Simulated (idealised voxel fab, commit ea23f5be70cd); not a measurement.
Herein follows the process module entitled voxel fin reveal.
205 nm wide, 5 nm square cells: that's cross-section cut.
Cross-sections here: square-cell grids, written as top-down lists of bands, a band being one or more rows of cells. Band: top height; bottom height; in nm. Then, left to right: material with width in nm, for each material. "throughout": a single material spanning edge to edge. "empty": empty space. Counting heights begins at 0, where everything beneath is, in the wafer as received, one material. The lowest band has no bottom; it goes on downwards, as "top 0, no bottom" shows. Quick explanation for "30 to 40": the width changes in equal steps down the rows of cells, from the first number in the band's top row to the second number in its bottom row. "identical to before" means the step left every cell of the cross-section as it was. Trapped void list: empty space of 8 cells or more with no open way to the top, each as width x height at its distance from the left edge, in nm. It should be noted that, on the line of a given step, the content following the step's settings is a remark produced by the simulator itself with respect to that step. If you see "overlay nm" on a step's line and that step has a mask, it's telling you how far right of where it was planned the mask ended up; a negative number means it went left instead.

## The following list gives the planned process steps
1: RECEIVE [material Si]
2: CONFORMAL_DEP [material SiN] [thk nm 5]
3: MASKED_ETCH [tone cover] [mask id FINS] [width nm 15] [pitch nm 35] [etch materials SiN] [depth nm 5] [overlay nm 0]
4: MASKED_ETCH [tone cover] [mask id FINS] [width nm 15] [pitch nm 35] [etch materials Si] [depth nm 30] [overlay nm 0]
5: FILL_DEP [material SiO2] [thk nm 5]
6: CMP [height nm 5]
7: SELECTIVE_ETCH [etch materials SiO2] [depth nm 25]
8: STRIP [etch materials SiN]
9: CONFORMAL_DEP [material HfO2] [thk nm 5]

## So this is the incoming wafer in cross-section - it's already been through step 1
    top 0, no bottom: Si throughout
    Trapped void list: none

## The first of two wafers, cross-sectioned at the end of the module, with the run proceeding as planned
    top 5, bottom 0: 70 of empty, 25 of HfO2, 10 of empty, 25 of HfO2, 75 of empty
    top 0, bottom -15: 70 of empty, 5 of HfO2, 15 of Si, 5 of HfO2, 10 of empty, 5 of HfO2, 15 of Si, 5 of HfO2, 75 of empty
    top -15, bottom -20: 75 of HfO2, 15 of Si, 20 of HfO2, 15 of Si, 80 of HfO2
    top -20, bottom -30: 75 of SiO2, 15 of Si, 20 of SiO2, 15 of Si, 80 of SiO2
    top -30, no bottom: Si throughout
    Trapped void list: none

## Wafer two, sectioned after the module: the first wafer's start, the first wafer's plan, and one mistake in how it was run
    top 5, bottom 0: 70 of empty, 25 of HfO2, 10 of empty, 25 of HfO2, 75 of empty
    top 0, bottom -15: 70 of empty, 5 of HfO2, 15 of Si, 5 of HfO2, 10 of empty, 5 of HfO2, 15 of Si, 5 of HfO2, 75 of empty
    top -15, bottom -20: 55 of HfO2, 15 of empty, 5 of HfO2, 15 of Si, 5 of HfO2, 10 of empty, 5 of HfO2, 15 of Si, 5 of HfO2, 15 of empty, 60 of HfO2
    top -20, bottom -25: 50 of SiO2, 25 of HfO2, 15 of Si, 20 of HfO2, 15 of Si, 25 of HfO2, 55 of SiO2
    top -25, bottom -30: 75 of SiO2, 15 of Si, 20 of SiO2, 15 of Si, 80 of SiO2
    top -30, no bottom: Si throughout
    Trapped void list: none
Short version of what went wrong: steps 7 and 8 run out of order (swapped)
Upon completion, the second wafer contains, in terms of cells, a greater or smaller amount of certain materials than the first wafer: HfO2: 6 more; SiO2: 14 fewer
